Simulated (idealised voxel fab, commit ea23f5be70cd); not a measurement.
Process module, titled voxel capacitor over wiring
This is section cut - it's 175 nm across, gridded in 5 nm square cells.
Cross-sections here: square-cell grids, written as top-down lists of bands, a band being one or more rows of cells.
The entry gives the band's vertical extent as a top height and a bottom height in nm, then its horizontal make-up as materials from left to right, each with a width in nm. "air" stands for empty space; a single material marked "throughout" fills the band edge to edge.
Height 0 is the level under which the wafer as received is all one material. The lowest band goes on downwards, as in "top 0, no bottom".
The expression "30..40" gives the width at the extremes of the band, the first number at its top row of cells and the second at its bottom row, with the width changing by equal amounts from each row to the next in between.
What does "no change" mean for a step? It means no cell of the cross-section changed in that step.
Entry "Enclosed internal voids" = empty spaces >= 8 cells with no open way to the top; each as width x height at distance, distance from left edge, all nm.
Where a step's line continues beyond its settings, the continuation is a remark by the simulator itself on that step.
overlay nm: for a step with a mask, the amount by which the mask lay right of where it was planned; a negative amount means left of it.

-- The process steps that were planned are listed below
1 RECEIVE | material Si
2 CONFORMAL_DEP | material SiO2 | thk nm 15
3 DIRECTIONAL_DEP | material TiN | thk nm 5
4 DIRECTIONAL_DEP | material Ru | thk nm 20
5 PATTERN | tone cover | mask id METAL_1 | material resist | width nm 20 | pitch nm 70 | thk nm 15 | overlay nm 0
6 DIRECTIONAL_ETCH | etch materials Ru | depth nm 20
7 DIRECTIONAL_ETCH | etch materials TiN | depth nm 5
8 STRIP | etch materials resist
9 FILL_DEP | material lowk | thk nm 10
10 CMP | height nm 40
11 CONFORMAL_DEP | material SiCN | thk nm 5
12 DIRECTIONAL_DEP | material SiO2 | thk nm 20
13 PATTERN | tone open | mask id PLUG_1 | material resist | width nm 15 | thk nm 20 | overlay nm 0
14 DIRECTIONAL_ETCH | etch materials SiO2 | depth nm 20
15 DIRECTIONAL_ETCH | etch materials SiCN | depth nm 5
16 STRIP | etch materials resist
17 CONFORMAL_DEP | material TiN | thk nm 5
18 FILL_DEP | material Ru | thk nm 10
19 CMP | height nm 65
20 DIRECTIONAL_DEP | material TiN | thk nm 5
21 DIRECTIONAL_DEP | material SiN | thk nm 5
22 DIRECTIONAL_DEP | material TiN | thk nm 5
23 PATTERN | tone cover | mask id UPPER_PLATE | material resist | width nm 55 | thk nm 20 | overlay nm 0
24 DIRECTIONAL_ETCH | etch materials TiN | depth nm 5
25 DIRECTIONAL_ETCH | etch materials SiN | depth nm 5
26 STRIP | etch materials resist
27 MASKED_ETCH | tone cover | mask id LOWER_PLATE | width nm 65 | etch materials TiN | depth nm 5 | overlay nm 0
28 FILL_DEP | material SiO2 | thk nm 15
29 CMP | height nm 90
30 DIRECTIONAL_DEP | material aC | thk nm 10
31 PATTERN | tone open | mask id PLUG_2 | material resist | width nm 15 | thk nm 25 | overlay nm 0
32 DIRECTIONAL_ETCH | etch materials aC | depth nm 10
33 STRIP | etch materials resist
34 DIRECTIONAL_ETCH | etch materials SiO2 | depth nm 10
35 STRIP | etch materials aC
36 CONFORMAL_DEP | material TiN | thk nm 5
37 FILL_DEP | material W | thk nm 5
38 CMP | height nm 90
39 CONFORMAL_DEP | material SiCN | thk nm 5

-- So this is the incoming wafer in cross-section - it's already been through step 1
  top 0, no bottom | Si throughout
  Enclosed internal voids: none

-- The plan above was carried out on the starting structure above with one mistake, and this cross-section shows the wafer at the end of the module
  top 95, bottom 90 | SiCN throughout
  top 90, bottom 85 | SiO2: 50 | TiN: 5 | W: 15 | TiN: 5 | SiO2: 100
  top 85, bottom 75 | SiO2: 50..45 | TiN: 25..55 | SiO2: 100..75
  top 75, bottom 70 | SiO2: 45 | SiN: 55 | SiO2: 75
  top 70, bottom 65 | SiO2: 40 | TiN: 65 | SiO2: 70
  top 65, bottom 45 | SiO2: 45 | TiN: 5 | Ru: 5 | TiN: 5 | SiO2: 115
  top 45, bottom 40 | SiCN: 45 | TiN: 15 | SiCN: 115
  top 40, bottom 20 | lowk: 40 | Ru: 20 | lowk: 50 | Ru: 20 | lowk: 45
  top 20, bottom 15 | lowk: 40 | TiN: 20 | lowk: 50 | TiN: 20 | lowk: 45
  top 15, bottom 0 | SiO2 throughout
  top 0, no bottom | Si throughout
  Enclosed internal voids: none
Short version of what went wrong: not per plan at step 31, really ran PATTERN | tone open | mask id PLUG_2 | material resist | width nm 25 | thk nm 25 | overlay nm 0
